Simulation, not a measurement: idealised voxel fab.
You're looking at the process module voxel self aligned vias.
Cross-section cut spans 150 nm and uses square cells 5 nm in size.
For the purposes of this document, a cross-section shall be understood as a grid of square cells, specified as bands listed in top-to-bottom order, each band consisting of one or more rows of cells. Per band: top height and bottom height in nm, followed by the left-to-right materials and their widths in nm; "full width" marks a single material spanning edge to edge, "empty" marks empty space. Height reference: 0 = level under which incoming wafer is all one material. Lowest band: no bottom, runs on downward, e.g. "0 nm and below". Width spec "30 to 40" -> top row of cells at first value, bottom row at second value, equal per-row change in between. When a step is marked "no modification", none of the cells in the cross-section changed during that step. Listed in "Internal closed voids": every empty space of 8 or more cells without an open way to the top. Form: width x height at distance, the distance being from the left edge, all in nm. If you see something after the settings on a step's line, that's the simulator's own remark about that step. On any step carrying a mask, the "overlay nm" setting, if present on the step's line, tells how far right of its planned place the mask lay; negative values point to the left.
[The process steps that were planned are listed below]
1) RECEIVE (material Si)
2) CONFORMAL_DEP (material SiO2; thk nm 15)
3) CONFORMAL_DEP (material SiCN; thk nm 5)
4) DIRECTIONAL_DEP (material SiO2; thk nm 30)
5) PATTERN (tone open; mask id LINES; material resist; width nm 25; pitch nm 65; thk nm 15; overlay nm 0)
6) DIRECTIONAL_ETCH (etch materials SiO2; depth nm 30)
7) STRIP (etch materials resist)
8) CONFORMAL_DEP (material TiN; thk nm 5)
9) FILL_DEP (material W; thk nm 5)
10) CMP (height nm 50)
11) SELECTIVE_ETCH (etch materials W Ru TiN; depth nm 5)
12) FILL_DEP (material SiN; thk nm 10)
13) CMP (height nm 50)
14) DIRECTIONAL_DEP (material SiO2; thk nm 15)
15) DIRECTIONAL_DEP (material aC; thk nm 10)
16) PATTERN (tone open; mask id VIAS; material resist; width nm 45; thk nm 30; overlay nm 0)
17) DIRECTIONAL_ETCH (etch materials aC; depth nm 10)
18) STRIP (etch materials resist)
19) DIRECTIONAL_ETCH (etch materials SiO2; depth nm 15)
20) DIRECTIONAL_ETCH (etch materials SiN; depth nm 5)
21) STRIP (etch materials aC)
22) CONFORMAL_DEP (material TiN; thk nm 5)
23) FILL_DEP (material Cu; thk nm 5)
24) CMP (height nm 65)
25) CONFORMAL_DEP (material SiN; thk nm 5)
[Shown in cross-section is the wafer as received, that is, as it stands after step 1]
0 nm and below  Si full width
Internal closed voids: none
[Module complete, cross-section. Starting point and plan per above. One mistake made in running the module]
70 nm to 65 nm  SiN full width
65 nm to 55 nm  20 nm SiO2 | 5 nm TiN | 35 nm Cu | 5 nm TiN | 85 nm SiO2
55 nm to 50 nm  20 nm SiO2 | 45 nm TiN | 85 nm SiO2
50 nm to 45 nm  SiCN full width
45 nm to 0 nm  SiO2 full width
0 nm and below  Si full width
Internal closed voids: none
In executing the process, a mistake was made relative to the plan: deviation from plan: step 4 and step 3 executed in one another's positions
